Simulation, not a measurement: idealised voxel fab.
process module | voxel wiring stack
cross-section cut | 140 nm wide | cells 5 nm
A cross-section is a grid of square cells, given in bands from the top down. A band is one or more rows of cells.
Each band's line starts with the height of the band's top and of its bottom, in nm. Then come its materials from left to right, each with its width in nm. One material with "throughout" fills the band from edge to edge. "air" is empty space.
Height 0 is the level under which the wafer as received is all one material. The lowest band goes on downwards, as in "0 down".
A width such as "30 to 40" changes by the same amount from each row of cells to the next, from the band's top row to its bottom row.
"no change" after a step means that no cell of the cross-section changed.
closed voids: empty space of 8 cells or more with no open way to the top, each as width x height at its distance from the left edge, in nm
after a step's settings: what the simulator itself notes on the step
overlay nm, on a step with a mask: how far to the right of its planned place the mask lay; to the left if negative
plan
1 op RECEIVE | material Si
2 op CONFORMAL_DEP | material SiO2 | thk nm 15
3 op DIRECTIONAL_DEP | material TiN | thk nm 5
4 op DIRECTIONAL_DEP | material Ru | thk nm 25
5 op MASKED_ETCH | tone cover | mask id METAL_1 | width nm 25 | pitch nm 40 | etch materials Ru | depth nm 25 | overlay nm 0
6 op MASKED_ETCH | tone cover | mask id METAL_1 | width nm 25 | pitch nm 40 | etch materials TiN | depth nm 5 | overlay nm 0
7 op FILL_DEP | material lowk | thk nm 5
8 op CMP | height nm 45
9 op CONFORMAL_DEP | material SiCN | thk nm 5
10 op DIRECTIONAL_DEP | material lowk | thk nm 20
11 op MASKED_ETCH | tone open | mask id PLUG_1 | width nm 15 | pitch nm 80 | etch materials lowk | depth nm 20 | overlay nm 0
12 op MASKED_ETCH | tone open | mask id PLUG_1 | width nm 15 | pitch nm 80 | etch materials SiCN | depth nm 5 | overlay nm 0
13 op EPI | material Ru | thk nm 10
14 op EPI | material Ru | thk nm 10
15 op EPI | material Ru | thk nm 5
16 op CONFORMAL_DEP | material SiCN | thk nm 5
17 op DIRECTIONAL_DEP | material SiO2 | thk nm 25
18 op MASKED_ETCH | tone open | mask id METAL_2 | width nm 25 | pitch nm 40 | etch materials SiO2 | depth nm 25 | overlay nm 0
19 op MASKED_ETCH | tone open | mask id METAL_2 | width nm 25 | pitch nm 40 | etch materials SiCN | depth nm 5 | overlay nm 0
20 op CONFORMAL_DEP | material TiN | thk nm 5
21 op FILL_DEP | material Cu | thk nm 5
22 op CMP | height nm 100
23 op EPI | material Ru | thk nm 5
24 op FILL_DEP | material SiCN | thk nm 5
as received, after step 1
  0 down: Si throughout
  closed voids: none
first wafer at the end, as planned
  110 to 105: SiCN throughout
  105 to 100: SiCN 10 | Ru 35 | SiCN 5 | Ru 35 | SiCN 5 | Ru 35 | SiCN 15
  100 to 75: SiO2 15 | TiN 5 | Cu 15 | TiN 5 | SiO2 15 | TiN 5 | Cu 15 | TiN 5 | SiO2 15 | TiN 5 | Cu 15 | TiN 5 | SiO2 20
  75 to 70: SiCN 15 | TiN 25 | SiCN 15 | TiN 25 | SiCN 15 | TiN 25 | SiCN 20
  70 to 50: lowk 15 | Ru 15 | lowk 65 | Ru 15 | lowk 30
  50 to 45: SiCN 15 | Ru 15 | SiCN 65 | Ru 15 | SiCN 30
  45 to 20: lowk 15 | Ru 25 | lowk 15 | Ru 25 | lowk 15 | Ru 25 | lowk 20
  20 to 15: lowk 15 | TiN 25 | lowk 15 | TiN 25 | lowk 15 | TiN 25 | lowk 20
  15 to 0: SiO2 throughout
  0 down: Si throughout
  closed voids: none
second wafer at the end: like start, like plan, one mistake
  110 to 105: SiCN throughout
  105 to 100: SiCN 10 | Ru 35 | SiCN 5 | Ru 35 | SiCN 5 | Ru 35 | SiCN 5 | Ru 10
  100 to 80: SiO2 15 | TiN 5 | Cu 15 | TiN 5 | SiO2 15 | TiN 5 | Cu 15 | TiN 5 | SiO2 15 | TiN 5 | Cu 15 | TiN 5 | SiO2 15 | TiN 5
  80 to 75: SiO2 15 | TiN 5 | Cu 15 | TiN 5 | SiO2 15 | TiN 5 | Cu 15 | TiN 5 | SiO2 15 | TiN 5 | Cu 15 | TiN 5 | SiO2 20
  75 to 70: SiCN 15 | TiN 25 | SiCN 15 | TiN 5 | Cu 5 | TiN 15 | SiCN 15 | TiN 25 | SiCN 15 | SiO2 5
  70 to 55: Ru 50 | SiCN 5 | TiN 5 | Cu 5 | TiN 5 | SiCN 5 | Ru 55 | SiCN 5 | SiO2 5
  55 to 50: Ru 50 | SiCN 5 | TiN 15 | SiCN 5 | Ru 55 | SiCN 10
  50 to 45: SiCN 15 | Ru 15 | SiCN 65 | Ru 15 | SiCN 30
  45 to 20: lowk 15 | Ru 25 | lowk 15 | Ru 25 | lowk 15 | Ru 25 | lowk 20
  20 to 15: lowk 15 | TiN 25 | lowk 15 | TiN 25 | lowk 15 | TiN 25 | lowk 20
  15 to 0: SiO2 throughout
  0 down: Si throughout
  closed voids: none
what went wrong: step 10 was left out
at the end the second wafer has, in cells: 4 more of Cu | 62 more of Ru | 10 more of SiCN | 12 more of TiN | 88 fewer of lowk
